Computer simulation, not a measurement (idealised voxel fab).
Herein follows the process module entitled voxel gate over fins.
Cross-sectional view cut (width: 180 nm; square cell size: 5 nm).
Cross-section spec: square-cell grid; bands listed top down; each band is one or more rows.
This entry defines a band. It first specifies the height of the band's top and the height of its bottom in nm, and then specifies the band's materials from left to right, stating each material with its width in nm. The word "all across" identifies a single material that fills the band from edge to edge, while the word "air" identifies empty space.
Ref level 0: as-received wafer is one material below here. Bottom band extends down with no lower bound ("z 0 and below").
The notation "30 to 40" denotes a width that varies across the rows of cells in the band, beginning at the first number in the top row, finishing at the second number in the bottom row, and changing by an identical amount from each row to the next.
Given "stayed the same" for a step, no cell of the cross-section differs between before and after that step.
Empty spaces without an open route to the top, at least 8 cells in extent, make up the entry "Entrapped voids"; each is given as width x height at distance, where the distance is measured from the left edge, and all are in nm.
On each step's line, the part that comes after the settings is the simulator's own comment on the step.
If you see "overlay nm" on a step's line and that step has a mask, it's telling you how far right of where it was planned the mask ended up; a negative number means it went left instead.
Process steps (planned)
1 op RECEIVE | material Si
2 op CONFORMAL_DEP | material SiN | thk nm 5
3 op DIRECTIONAL_DEP | material aC | thk nm 15
4 op PATTERN | tone cover | mask id FINS | material resist | width nm 15 | pitch nm 40 | thk nm 35 | overlay nm 0
5 op DIRECTIONAL_ETCH | etch materials aC | depth nm 15
6 op STRIP | etch materials resist
7 op DIRECTIONAL_ETCH | etch materials SiN | depth nm 5
8 op DIRECTIONAL_ETCH | etch materials Si | depth nm 30
9 op STRIP | etch materials aC
10 op FILL_DEP | material SiO2 | thk nm 10
11 op CMP | height nm 5
12 op SELECTIVE_ETCH | etch materials SiO2 | depth nm 15
13 op STRIP | etch materials SiN
14 op CONFORMAL_DEP | material HfO2 | thk nm 5
15 op CONFORMAL_DEP | material TiN | thk nm 5
16 op FILL_DEP | material W | thk nm 10
17 op CMP | height nm 15
18 op CONFORMAL_DEP | material SiCN | thk nm 5
First wafer out of two, processed as planned
Here's what the wafer looked like in cross-section when it arrived - that's after step 1
* z 0 and below = Si all across
* Entrapped voids: none
Cross-section of the wafer after step 2
* z 5 to 0 = SiN all across
* Anything lower than 0 is untouched.
Cross-section of the wafer after step 3
* z 20 to 5 = aC all across
* Anything lower than 5 is untouched.
Cross-section of the wafer after step 4
* z 55 to 20 = air 20 / resist 15 / air 25 / resist 15 / air 25 / resist 15 / air 25 / resist 15 / air 25
* Anything lower than 20 is untouched.
Cross-section of the wafer after step 5
* z 40 to 20 = air 20 / resist 15 / air 25 / resist 15 / air 25 / resist 15 / air 25 / resist 15 / air 25
* z 20 to 5 = air 20 / aC 15 / air 25 / aC 15 / air 25 / aC 15 / air 25 / aC 15 / air 25
* Anything lower than 5 is untouched.
Cross-section of the wafer after step 6
* z 20 to 5 = air 20 / aC 15 / air 25 / aC 15 / air 25 / aC 15 / air 25 / aC 15 / air 25
* Anything lower than 5 is untouched.
Cross-section of the wafer after step 7
* z 20 to 5 = air 20 / aC 15 / air 25 / aC 15 / air 25 / aC 15 / air 25 / aC 15 / air 25
* z 5 to 0 = air 20 / SiN 15 / air 25 / SiN 15 / air 25 / SiN 15 / air 25 / SiN 15 / air 25
* Anything lower than 0 is untouched.
Cross-section of the wafer after step 8
* z 20 to 5 = air 20 / aC 15 / air 25 / aC 15 / air 25 / aC 15 / air 25 / aC 15 / air 25
* z 5 to 0 = air 20 / SiN 15 / air 25 / SiN 15 / air 25 / SiN 15 / air 25 / SiN 15 / air 25
* z 0 to -30 = air 20 / Si 15 / air 25 / Si 15 / air 25 / Si 15 / air 25 / Si 15 / air 25
* Anything lower than -30 is untouched.
Cross-section of the wafer after step 9
* z 5 to 0 = air 20 / SiN 15 / air 25 / SiN 15 / air 25 / SiN 15 / air 25 / SiN 15 / air 25
* Anything lower than 0 is untouched.
Cross-section of the wafer after step 10
* z 15 to 5 = SiO2 all across
* z 5 to 0 = SiO2 20 / SiN 15 / SiO2 25 / SiN 15 / SiO2 25 / SiN 15 / SiO2 25 / SiN 15 / SiO2 25
* z 0 to -30 = SiO2 20 / Si 15 / SiO2 25 / Si 15 / SiO2 25 / Si 15 / SiO2 25 / Si 15 / SiO2 25
* Anything lower than -30 is untouched.
Cross-section of the wafer after step 11
* z 5 to 0 = SiO2 20 / SiN 15 / SiO2 25 / SiN 15 / SiO2 25 / SiN 15 / SiO2 25 / SiN 15 / SiO2 25
* Anything lower than 0 is untouched.
Cross-section of the wafer after step 12
* z 5 to 0 = air 20 / SiN 15 / air 25 / SiN 15 / air 25 / SiN 15 / air 25 / SiN 15 / air 25
* z 0 to -10 = air 20 / Si 15 / air 25 / Si 15 / air 25 / Si 15 / air 25 / Si 15 / air 25
* Anything lower than -10 is untouched.
Cross-section of the wafer after step 13
* z 0 to -10 = air 20 / Si 15 / air 25 / Si 15 / air 25 / Si 15 / air 25 / Si 15 / air 25
* Anything lower than -10 is untouched.
Cross-section of the wafer after step 14
* z 5 to 0 = air 15 / HfO2 25 / air 15 / HfO2 25 / air 15 / HfO2 25 / air 15 / HfO2 25 / air 20
* z 0 to -5 = air 15 / HfO2 5 / Si 15 / HfO2 5 / air 15 / HfO2 5 / Si 15 / HfO2 5 / air 15 / HfO2 5 / Si 15 / HfO2 5 / air 15 / HfO2 5 / Si 15 / HfO2 5 / air 20
* z -5 to -10 = HfO2 20 / Si 15 / HfO2 25 / Si 15 / HfO2 25 / Si 15 / HfO2 25 / Si 15 / HfO2 25
* Anything lower than -10 is untouched.
Cross-section of the wafer after step 15
* z 10 to 5 = air 10 / TiN 35 / air 5 / TiN 35 / air 5 / TiN 35 / air 5 / TiN 35 / air 15
* z 5 to 0 = air 10 / TiN 5 / HfO2 25 / TiN 5 / air 5 / TiN 5 / HfO2 25 / TiN 5 / air 5 / TiN 5 / HfO2 25 / TiN 5 / air 5 / TiN 5 / HfO2 25 / TiN 5 / air 15
* z 0 to -5 = TiN 15 / HfO2 5 / Si 15 / HfO2 5 / TiN 15 / HfO2 5 / Si 15 / HfO2 5 / TiN 15 / HfO2 5 / Si 15 / HfO2 5 / TiN 15 / HfO2 5 / Si 15 / HfO2 5 / TiN 20
* Anything lower than -5 is untouched.
Cross-section of the wafer after step 16
* z 20 to 10 = W all across
* z 10 to 5 = W 10 / TiN 35 / W 5 / TiN 35 / W 5 / TiN 35 / W 5 / TiN 35 / W 15
* z 5 to 0 = W 10 / TiN 5 / HfO2 25 / TiN 5 / W 5 / TiN 5 / HfO2 25 / TiN 5 / W 5 / TiN 5 / HfO2 25 / TiN 5 / W 5 / TiN 5 / HfO2 25 / TiN 5 / W 15
* Anything lower than 0 is untouched.
Cross-section of the wafer after step 17
* z 15 to 10 = W all across
* Anything lower than 10 is untouched.
Cross-section of the wafer after step 18
* z 20 to 15 = SiCN all across
* Anything lower than 15 is untouched.
Wafer two: like wafer one in start and plan, but with one mistake in execution; identical up to and including step 11
The second wafer cut through, at the time step 12 was supposed to be finished
* z 5 to 0 = air 20 / SiN 15 / air 25 / SiN 15 / air 25 / SiN 15 / air 25 / SiN 15 / air 25
* z 0 to -25 = air 20 / Si 15 / air 25 / Si 15 / air 25 / Si 15 / air 25 / Si 15 / air 25
* Anything lower than -25 is untouched.
The second wafer cut through, at the time step 13 was supposed to be finished
* z 0 to -25 = air 20 / Si 15 / air 25 / Si 15 / air 25 / Si 15 / air 25 / Si 15 / air 25
* Anything lower than -25 is untouched.
The second wafer cut through, at the time step 14 was supposed to be finished
* z 5 to 0 = air 15 / HfO2 25 / air 15 / HfO2 25 / air 15 / HfO2 25 / air 15 / HfO2 25 / air 20
* z 0 to -20 = air 15 / HfO2 5 / Si 15 / HfO2 5 / air 15 / HfO2 5 / Si 15 / HfO2 5 / air 15 / HfO2 5 / Si 15 / HfO2 5 / air 15 / HfO2 5 / Si 15 / HfO2 5 / air 20
* z -20 to -25 = HfO2 20 / Si 15 / HfO2 25 / Si 15 / HfO2 25 / Si 15 / HfO2 25 / Si 15 / HfO2 25
* Anything lower than -25 is untouched.
The second wafer cut through, at the time step 15 was supposed to be finished
* z 10 to 5 = air 10 / TiN 35 / air 5 / TiN 35 / air 5 / TiN 35 / air 5 / TiN 35 / air 15
* z 5 to 0 = air 10 / TiN 5 / HfO2 25 / TiN 5 / air 5 / TiN 5 / HfO2 25 / TiN 5 / air 5 / TiN 5 / HfO2 25 / TiN 5 / air 5 / TiN 5 / HfO2 25 / TiN 5 / air 15
* z 0 to -15 = air 10 / TiN 5 / HfO2 5 / Si 15 / HfO2 5 / TiN 5 / air 5 / TiN 5 / HfO2 5 / Si 15 / HfO2 5 / TiN 5 / air 5 / TiN 5 / HfO2 5 / Si 15 / HfO2 5 / TiN 5 / air 5 / TiN 5 / HfO2 5 / Si 15 / HfO2 5 / TiN 5 / air 15
* z -15 to -20 = TiN 15 / HfO2 5 / Si 15 / HfO2 5 / TiN 15 / HfO2 5 / Si 15 / HfO2 5 / TiN 15 / HfO2 5 / Si 15 / HfO2 5 / TiN 15 / HfO2 5 / Si 15 / HfO2 5 / TiN 20
* Anything lower than -20 is untouched.
The second wafer cut through, at the time step 16 was supposed to be finished
* z 20 to 10 = W all across
* z 10 to 5 = W 10 / TiN 35 / W 5 / TiN 35 / W 5 / TiN 35 / W 5 / TiN 35 / W 15
* z 5 to 0 = W 10 / TiN 5 / HfO2 25 / TiN 5 / W 5 / TiN 5 / HfO2 25 / TiN 5 / W 5 / TiN 5 / HfO2 25 / TiN 5 / W 5 / TiN 5 / HfO2 25 / TiN 5 / W 15
* z 0 to -15 = W 10 / TiN 5 / HfO2 5 / Si 15 / HfO2 5 / TiN 5 / W 5 / TiN 5 / HfO2 5 / Si 15 / HfO2 5 / TiN 5 / W 5 / TiN 5 / HfO2 5 / Si 15 / HfO2 5 / TiN 5 / W 5 / TiN 5 / HfO2 5 / Si 15 / HfO2 5 / TiN 5 / W 15
* Anything lower than -15 is untouched.
The second wafer cut through, at the time step 17 was supposed to be finished
* z 15 to 10 = W all across
* Anything lower than 10 is untouched.
The second wafer cut through, at the time step 18 was supposed to be finished
* z 20 to 15 = SiCN all across
* Anything lower than 15 is untouched.
Where did the run depart from the plan? step 12 from the plan got run twice
Final wafer comparison in cells, second versus first, more or fewer per material: 24 more of HfO2; 72 fewer of SiO2; 24 more of TiN; 24 more of W
